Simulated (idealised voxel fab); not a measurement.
A process module follows: voxel self aligned vias.
Displayed cross-section: cut, width of 170 nm, square cells sized 5 nm.
Cross-section layout: square cells on a grid; listed as bands, top to bottom; a band spans one or more cell rows. Top height, bottom height, nm. Materials left to right, width each, nm. Single material + "everywhere" = fills band edge to edge. "empty" = empty. Measure heights from 0. That's the level where, below it, the as-received wafer is all one material. The lowest band is bottomless and extends downward; write it as in "0 down". So if you see something like "30 to 40" for the width, read it as the top row of the band sitting at the first number and the bottom row at the second, with every row in between moving by the same amount as the last. What does "remains unaltered" mean for a step? It means no cell of the cross-section changed in that step. The entry titled "Voids lacking openings" provides the empty spaces that have no open way to the top, restricted to those of 8 cells or more. Each is presented as width x height at distance, the distance being measured from the left edge, with all three in nm. Past the settings on a step's line: simulator remark, on that step. overlay nm: on a step with a mask, how far right of its planned place the mask lay; negative means left.

[plan]
1) RECEIVE [material Si]
2) CONFORMAL_DEP [material SiO2] [thk nm 15]
3) CONFORMAL_DEP [material SiCN] [thk nm 5]
4) DIRECTIONAL_DEP [material lowk] [thk nm 30]
5) DIRECTIONAL_DEP [material aC] [thk nm 15]
6) PATTERN [tone open] [mask id LINES] [material resist] [width nm 30] [pitch nm 60] [thk nm 30] [overlay nm 0]
7) DIRECTIONAL_ETCH [etch materials aC] [depth nm 15]
8) STRIP [etch materials resist]
9) DIRECTIONAL_ETCH [etch materials lowk] [depth nm 30]
10) STRIP [etch materials aC]
11) CONFORMAL_DEP [material TiN] [thk nm 5]
12) FILL_DEP [material Ru] [thk nm 5]
13) CMP [height nm 50]
14) SELECTIVE_ETCH [etch materials W Ru TiN] [depth nm 5]
15) FILL_DEP [material SiN] [thk nm 5]
16) CMP [height nm 50]
17) DIRECTIONAL_DEP [material lowk] [thk nm 20]
18) DIRECTIONAL_DEP [material aC] [thk nm 10]
19) PATTERN [tone open] [mask id VIAS] [material resist] [width nm 40] [thk nm 25] [overlay nm -15]
20) DIRECTIONAL_ETCH [etch materials aC] [depth nm 10]
21) STRIP [etch materials resist]
22) DIRECTIONAL_ETCH [etch materials lowk] [depth nm 20]
23) DIRECTIONAL_ETCH [etch materials SiN] [depth nm 5]
24) STRIP [etch materials aC]
25) CONFORMAL_DEP [material TiN] [thk nm 5]
26) FILL_DEP [material W] [thk nm 10]
27) CMP [height nm 70]
28) CONFORMAL_DEP [material SiN] [thk nm 5]
The plan's step 19 overlay nm is the first wafer's value; the wafers differ in this setting and start identical.

[Cross-section: the first of several wafers in its as-received state, i.e. following step 1]
0 down | Si everywhere
Voids lacking openings: none

[First of several wafers, sectioned at end of module (last step: step 28)]
75 to 70 | SiN everywhere
70 to 55 | lowk=20; TiN=5; W=30; TiN=5; lowk=110
55 to 50 | lowk=20; TiN=25; W=10; TiN=5; lowk=110
50 to 45 | lowk=40; TiN=20; SiN=10; lowk=30; SiN=30; lowk=40
45 to 25 | lowk=40; TiN=5; Ru=20; TiN=5; lowk=30; TiN=5; Ru=20; TiN=5; lowk=40
25 to 20 | lowk=40; TiN=30; lowk=30; TiN=30; lowk=40
20 to 15 | SiCN everywhere
15 to 0 | SiO2 everywhere
0 down | Si everywhere
Voids lacking openings: none

[End of module: cross-section, last of several wafers]
75 to 70 | SiN everywhere
70 to 55 | lowk=50; TiN=5; W=30; TiN=5; lowk=80
55 to 50 | lowk=50; TiN=5; W=10; TiN=25; lowk=80
50 to 45 | lowk=40; SiN=10; TiN=20; lowk=30; SiN=30; lowk=40
45 to 25 | lowk=40; TiN=5; Ru=20; TiN=5; lowk=30; TiN=5; Ru=20; TiN=5; lowk=40
25 to 20 | lowk=40; TiN=30; lowk=30; TiN=30; lowk=40
20 to 15 | SiCN everywhere
15 to 0 | SiO2 everywhere
0 down | Si everywhere
Voids lacking openings: none

[Quick key for the table: a row per wafer, taken at the end of the module. For each material it tells you how many cells the wafer gained (+) or lost (-) since it came in, and the closed voids come after]
overlay nm -15, +32 Ru, +34 SiCN, +42 SiN, +102 SiO2, +44 TiN, +20 W, +236 lowk, Voids lacking openings: none
overlay nm -10, +32 Ru, +34 SiCN, +41 SiN, +102 SiO2, +44 TiN, +21 W, +236 lowk, Voids lacking openings: none
overlay nm -5, +32 Ru, +34 SiCN, +40 SiN, +102 SiO2, +44 TiN, +22 W, +236 lowk, Voids lacking openings: none
overlay nm 0, +32 Ru, +34 SiCN, +40 SiN, +102 SiO2, +44 TiN, +22 W, +236 lowk, Voids lacking openings: none
overlay nm 5, +32 Ru, +34 SiCN, +40 SiN, +102 SiO2, +44 TiN, +22 W, +236 lowk, Voids lacking openings: none
overlay nm 10, +32 Ru, +34 SiCN, +41 SiN, +102 SiO2, +44 TiN, +21 W, +236 lowk, Voids lacking openings: none
overlay nm 15, +32 Ru, +34 SiCN, +42 SiN, +102 SiO2, +44 TiN, +20 W, +236 lowk, Voids lacking openings: none
